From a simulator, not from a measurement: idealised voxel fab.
process module | voxel wiring stack
cross-section cut | 270 nm wide | cells 5 nm
A cross-section is a grid of square cells, given in bands from the top down. A band is one or more rows of cells.
Each band's line starts with the height of the band's top and of its bottom, in nm. Then come its materials from left to right, each with its width in nm. One material with "throughout" fills the band from edge to edge. "air" is empty space.
Height 0 is the level under which the wafer as received is all one material. The lowest band goes on downwards, as in "0 down".
A width such as "30 to 40" changes by the same amount from each row of cells to the next, from the band's top row to its bottom row.
"no change" after a step means that no cell of the cross-section changed.
closed voids: empty space of 8 cells or more with no open way to the top, each as width x height at its distance from the left edge, in nm
after a step's settings: what the simulator itself notes on the step
overlay nm, on a step with a mask: how far to the right of its planned place the mask lay; to the left if negative
plan
1 op RECEIVE | material Si
2 op CONFORMAL_DEP | material SiO2 | thk nm 15
3 op CONFORMAL_DEP | material SiN | thk nm 5
4 op DIRECTIONAL_DEP | material SiO2 | thk nm 15
5 op PATTERN | tone open | mask id METAL_1 | material resist | width nm 30 | pitch nm 50 | thk nm 20 | overlay nm 0
6 op DIRECTIONAL_ETCH | etch materials SiO2 | depth nm 15
7 op DIRECTIONAL_ETCH | etch materials SiN | depth nm 5
8 op STRIP | etch materials resist
9 op CONFORMAL_DEP | material TiN | thk nm 5
10 op FILL_DEP | material Cu | thk nm 10
11 op CMP | height nm 35
12 op CONFORMAL_DEP | material SiCN | thk nm 5
13 op DIRECTIONAL_DEP | material lowk | thk nm 25
14 op MASKED_ETCH | tone open | mask id METAL_2_HOLES | width nm 15 | etch materials lowk | depth nm 25 | overlay nm 0
15 op DIRECTIONAL_DEP | material aC | thk nm 10
16 op PATTERN | tone open | mask id METAL_2 | material resist | width nm 30 | pitch nm 50 | thk nm 25 | overlay nm 0
17 op DIRECTIONAL_ETCH | etch materials aC | depth nm 10
18 op STRIP | etch materials resist
19 op DIRECTIONAL_ETCH | etch materials lowk | depth nm 15
20 op DIRECTIONAL_ETCH | etch materials SiCN | depth nm 5
21 op STRIP | etch materials aC
22 op CONFORMAL_DEP | material TiN | thk nm 5
23 op FILL_DEP | material Ru | thk nm 5
24 op CMP | height nm 65
25 op CONFORMAL_DEP | material SiCN | thk nm 5
26 op DIRECTIONAL_DEP | material SiO2 | thk nm 10
27 op MASKED_ETCH | tone open | mask id PLUG_2 | width nm 15 | etch materials SiO2 | depth nm 10 | overlay nm 0
28 op MASKED_ETCH | tone open | mask id PLUG_2 | width nm 15 | etch materials SiCN | depth nm 5 | overlay nm 0
29 op CONFORMAL_DEP | material TiN | thk nm 5
30 op FILL_DEP | material Ru | thk nm 5
31 op CMP | height nm 80
32 op CONFORMAL_DEP | material SiN | thk nm 5
33 op DIRECTIONAL_DEP | material SiO2 | thk nm 20
34 op MASKED_ETCH | tone open | mask id METAL_3 | width nm 30 | pitch nm 50 | etch materials SiO2 | depth nm 20 | overlay nm 0
35 op MASKED_ETCH | tone open | mask id METAL_3 | width nm 30 | pitch nm 50 | etch materials SiN | depth nm 5 | overlay nm 0
36 op CONFORMAL_DEP | material TiN | thk nm 5
37 op FILL_DEP | material Ru | thk nm 5
38 op CMP | height nm 105
39 op CONFORMAL_DEP | material SiN | thk nm 5
first wafer, as planned
as received, after step 1
  0 down: Si throughout
  closed voids: none
after step 2
  15 to 0: SiO2 throughout
  below 0: unchanged
after step 3
  20 to 15: SiN throughout
  below 15: unchanged
after step 4
  35 to 20: SiO2 throughout
  below 20: unchanged
after step 5
  55 to 35: resist 95 | air 30 | resist 20 | air 30 | resist 95
  below 35: unchanged
after step 6
  55 to 35: resist 95 | air 30 | resist 20 | air 30 | resist 95
  35 to 20: SiO2 95 | air 30 | SiO2 20 | air 30 | SiO2 95
  below 20: unchanged
after step 7
  55 to 35: resist 95 | air 30 | resist 20 | air 30 | resist 95
  35 to 20: SiO2 95 | air 30 | SiO2 20 | air 30 | SiO2 95
  20 to 15: SiN 95 | air 30 | SiN 20 | air 30 | SiN 95
  below 15: unchanged
after step 8
  35 to 20: SiO2 95 | air 30 | SiO2 20 | air 30 | SiO2 95
  below 20: unchanged
after step 9
  40 to 35: TiN 100 | air 20 | TiN 30 | air 20 | TiN 100
  35 to 20: SiO2 95 | TiN 5 | air 20 | TiN 5 | SiO2 20 | TiN 5 | air 20 | TiN 5 | SiO2 95
  20 to 15: SiN 95 | TiN 30 | SiN 20 | TiN 30 | SiN 95
  below 15: unchanged
after step 10
  50 to 40: Cu throughout
  40 to 35: TiN 100 | Cu 20 | TiN 30 | Cu 20 | TiN 100
  35 to 20: SiO2 95 | TiN 5 | Cu 20 | TiN 5 | SiO2 20 | TiN 5 | Cu 20 | TiN 5 | SiO2 95
  below 20: unchanged
after step 11
  35 to 20: SiO2 95 | TiN 5 | Cu 20 | TiN 5 | SiO2 20 | TiN 5 | Cu 20 | TiN 5 | SiO2 95
  below 20: unchanged
after step 12
  40 to 35: SiCN throughout
  below 35: unchanged
after step 13
  65 to 40: lowk throughout
  below 40: unchanged
after step 14
  65 to 40: lowk 95 | air 15 | lowk 160
  below 40: unchanged
after step 15
  75 to 65: aC 95 | air 15 | aC 160
  65 to 50: lowk 95 | air 15 | lowk 160
  50 to 40: lowk 95 | aC 15 | lowk 160
  below 40: unchanged
after step 16
  100 to 75: resist 95 | air 30 | resist 20 | air 30 | resist 95
  below 75: unchanged
after step 17
  90 to 75: resist 95 | air 30 | resist 20 | air 30 | resist 95
  75 to 65: aC 95 | air 30 | aC 20 | air 30 | aC 95
  65 to 40: lowk 95 | air 15 | lowk 160
  below 40: unchanged
after step 18
  75 to 65: aC 95 | air 30 | aC 20 | air 30 | aC 95
  below 65: unchanged
after step 19
  75 to 65: aC 95 | air 30 | aC 20 | air 30 | aC 95
  65 to 50: lowk 95 | air 30 | lowk 20 | air 30 | lowk 95
  below 50: unchanged
after step 20
  75 to 65: aC 95 | air 30 | aC 20 | air 30 | aC 95
  65 to 50: lowk 95 | air 30 | lowk 20 | air 30 | lowk 95
  50 to 40: lowk 95 | air 15 | lowk 160
  40 to 35: SiCN 95 | air 15 | SiCN 160
  below 35: unchanged
after step 21
  65 to 50: lowk 95 | air 30 | lowk 20 | air 30 | lowk 95
  below 50: unchanged
after step 22
  70 to 65: TiN 100 | air 20 | TiN 30 | air 20 | TiN 100
  65 to 55: lowk 95 | TiN 5 | air 20 | TiN 5 | lowk 20 | TiN 5 | air 20 | TiN 5 | lowk 95
  55 to 50: lowk 95 | TiN 5 | air 5 | TiN 20 | lowk 20 | TiN 30 | lowk 95
  50 to 40: lowk 95 | TiN 5 | air 5 | TiN 5 | lowk 160
  40 to 35: SiCN 95 | TiN 15 | SiCN 160
  below 35: unchanged
after step 23
  75 to 70: Ru throughout
  70 to 65: TiN 100 | Ru 20 | TiN 30 | Ru 20 | TiN 100
  65 to 55: lowk 95 | TiN 5 | Ru 20 | TiN 5 | lowk 20 | TiN 5 | Ru 20 | TiN 5 | lowk 95
  55 to 50: lowk 95 | TiN 5 | Ru 5 | TiN 20 | lowk 20 | TiN 30 | lowk 95
  50 to 40: lowk 95 | TiN 5 | Ru 5 | TiN 5 | lowk 160
  below 40: unchanged
after step 24
  65 to 55: lowk 95 | TiN 5 | Ru 20 | TiN 5 | lowk 20 | TiN 5 | Ru 20 | TiN 5 | lowk 95
  below 55: unchanged
after step 25
  70 to 65: SiCN throughout
  below 65: unchanged
after step 26
  80 to 70: SiO2 throughout
  below 70: unchanged
after step 27
  80 to 70: SiO2 95 | air 15 | SiO2 160
  below 70: unchanged
after step 28
  80 to 70: SiO2 95 | air 15 | SiO2 160
  70 to 65: SiCN 95 | air 15 | SiCN 160
  below 65: unchanged
after step 29
  85 to 80: TiN 100 | air 5 | TiN 165
  80 to 70: SiO2 95 | TiN 5 | air 5 | TiN 5 | SiO2 160
  70 to 65: SiCN 95 | TiN 15 | SiCN 160
  below 65: unchanged
after step 30
  90 to 85: Ru throughout
  85 to 80: TiN 100 | Ru 5 | TiN 165
  80 to 70: SiO2 95 | TiN 5 | Ru 5 | TiN 5 | SiO2 160
  below 70: unchanged
after step 31
  80 to 70: SiO2 95 | TiN 5 | Ru 5 | TiN 5 | SiO2 160
  below 70: unchanged
after step 32
  85 to 80: SiN throughout
  below 80: unchanged
after step 33
  105 to 85: SiO2 throughout
  below 85: unchanged
after step 34
  105 to 85: SiO2 95 | air 30 | SiO2 20 | air 30 | SiO2 95
  below 85: unchanged
after step 35
  105 to 85: SiO2 95 | air 30 | SiO2 20 | air 30 | SiO2 95
  85 to 80: SiN 95 | air 30 | SiN 20 | air 30 | SiN 95
  below 80: unchanged
after step 36
  110 to 105: TiN 100 | air 20 | TiN 30 | air 20 | TiN 100
  105 to 85: SiO2 95 | TiN 5 | air 20 | TiN 5 | SiO2 20 | TiN 5 | air 20 | TiN 5 | SiO2 95
  85 to 80: SiN 95 | TiN 30 | SiN 20 | TiN 30 | SiN 95
  below 80: unchanged
after step 37
  115 to 110: Ru throughout
  110 to 105: TiN 100 | Ru 20 | TiN 30 | Ru 20 | TiN 100
  105 to 85: SiO2 95 | TiN 5 | Ru 20 | TiN 5 | SiO2 20 | TiN 5 | Ru 20 | TiN 5 | SiO2 95
  below 85: unchanged
after step 38
  105 to 85: SiO2 95 | TiN 5 | Ru 20 | TiN 5 | SiO2 20 | TiN 5 | Ru 20 | TiN 5 | SiO2 95
  below 85: unchanged
after step 39
  110 to 105: SiN throughout
  below 105: unchanged
second wafer: like start, like plan, one mistake. Through step 12 it matches the first wafer
when step 13 should have ended
  90 to 40: lowk throughout
  below 40: unchanged
when step 14 should have ended
  90 to 65: lowk 95 | air 15 | lowk 160
  below 65: unchanged
when step 15 should have ended
  100 to 90: aC 95 | air 15 | aC 160
  90 to 75: lowk 95 | air 15 | lowk 160
  75 to 65: lowk 95 | aC 15 | lowk 160
  below 65: unchanged
when step 16 should have ended
  125 to 100: resist 95 | air 30 | resist 20 | air 30 | resist 95
  below 100: unchanged
when step 17 should have ended
  115 to 100: resist 95 | air 30 | resist 20 | air 30 | resist 95
  100 to 90: aC 95 | air 30 | aC 20 | air 30 | aC 95
  90 to 65: lowk 95 | air 15 | lowk 160
  below 65: unchanged
when step 18 should have ended
  100 to 90: aC 95 | air 30 | aC 20 | air 30 | aC 95
  below 90: unchanged
when step 19 should have ended
  100 to 90: aC 95 | air 30 | aC 20 | air 30 | aC 95
  90 to 75: lowk 95 | air 30 | lowk 20 | air 30 | lowk 95
  75 to 50: lowk 95 | air 15 | lowk 160
  below 50: unchanged
when step 20 should have ended: no change
when step 21 should have ended
  90 to 75: lowk 95 | air 30 | lowk 20 | air 30 | lowk 95
  below 75: unchanged
when step 22 should have ended
  95 to 90: TiN 100 | air 20 | TiN 30 | air 20 | TiN 100
  90 to 80: lowk 95 | TiN 5 | air 20 | TiN 5 | lowk 20 | TiN 5 | air 20 | TiN 5 | lowk 95
  80 to 75: lowk 95 | TiN 5 | air 5 | TiN 20 | lowk 20 | TiN 30 | lowk 95
  75 to 55: lowk 95 | TiN 5 | air 5 | TiN 5 | lowk 160
  55 to 50: lowk 95 | TiN 15 | lowk 160
  below 50: unchanged
when step 23 should have ended
  100 to 95: Ru throughout
  95 to 90: TiN 100 | Ru 20 | TiN 30 | Ru 20 | TiN 100
  90 to 80: lowk 95 | TiN 5 | Ru 20 | TiN 5 | lowk 20 | TiN 5 | Ru 20 | TiN 5 | lowk 95
  80 to 75: lowk 95 | TiN 5 | Ru 5 | TiN 20 | lowk 20 | TiN 30 | lowk 95
  75 to 55: lowk 95 | TiN 5 | Ru 5 | TiN 5 | lowk 160
  below 55: unchanged
when step 24 should have ended
  65 to 55: lowk 95 | TiN 5 | Ru 5 | TiN 5 | lowk 160
  below 55: unchanged
when step 25 should have ended
  70 to 65: SiCN throughout
  below 65: unchanged
when step 26 should have ended
  80 to 70: SiO2 throughout
  below 70: unchanged
when step 27 should have ended
  80 to 70: SiO2 95 | air 15 | SiO2 160
  below 70: unchanged
when step 28 should have ended
  80 to 70: SiO2 95 | air 15 | SiO2 160
  70 to 65: SiCN 95 | air 15 | SiCN 160
  below 65: unchanged
when step 29 should have ended
  85 to 80: TiN 100 | air 5 | TiN 165
  80 to 70: SiO2 95 | TiN 5 | air 5 | TiN 5 | SiO2 160
  70 to 65: SiCN 95 | TiN 15 | SiCN 160
  below 65: unchanged
when step 30 should have ended
  90 to 85: Ru throughout
  85 to 80: TiN 100 | Ru 5 | TiN 165
  80 to 70: SiO2 95 | TiN 5 | Ru 5 | TiN 5 | SiO2 160
  below 70: unchanged
when step 31 should have ended
  80 to 70: SiO2 95 | TiN 5 | Ru 5 | TiN 5 | SiO2 160
  below 70: unchanged
when step 32 should have ended
  85 to 80: SiN throughout
  below 80: unchanged
when step 33 should have ended
  105 to 85: SiO2 throughout
  below 85: unchanged
when step 34 should have ended
  105 to 85: SiO2 95 | air 30 | SiO2 20 | air 30 | SiO2 95
  below 85: unchanged
when step 35 should have ended
  105 to 85: SiO2 95 | air 30 | SiO2 20 | air 30 | SiO2 95
  85 to 80: SiN 95 | air 30 | SiN 20 | air 30 | SiN 95
  below 80: unchanged
when step 36 should have ended
  110 to 105: TiN 100 | air 20 | TiN 30 | air 20 | TiN 100
  105 to 85: SiO2 95 | TiN 5 | air 20 | TiN 5 | SiO2 20 | TiN 5 | air 20 | TiN 5 | SiO2 95
  85 to 80: SiN 95 | TiN 30 | SiN 20 | TiN 30 | SiN 95
  below 80: unchanged
when step 37 should have ended
  115 to 110: Ru throughout
  110 to 105: TiN 100 | Ru 20 | TiN 30 | Ru 20 | TiN 100
  105 to 85: SiO2 95 | TiN 5 | Ru 20 | TiN 5 | SiO2 20 | TiN 5 | Ru 20 | TiN 5 | SiO2 95
  below 85: unchanged
when step 38 should have ended
  105 to 85: SiO2 95 | TiN 5 | Ru 20 | TiN 5 | SiO2 20 | TiN 5 | Ru 20 | TiN 5 | SiO2 95
  below 85: unchanged
when step 39 should have ended
  110 to 105: SiN throughout
  below 105: unchanged
what went wrong: step 13 was run twice
at the end the second wafer has, in cells: 17 fewer of Ru | 3 more of SiCN | 19 fewer of TiN | 33 more of lowk
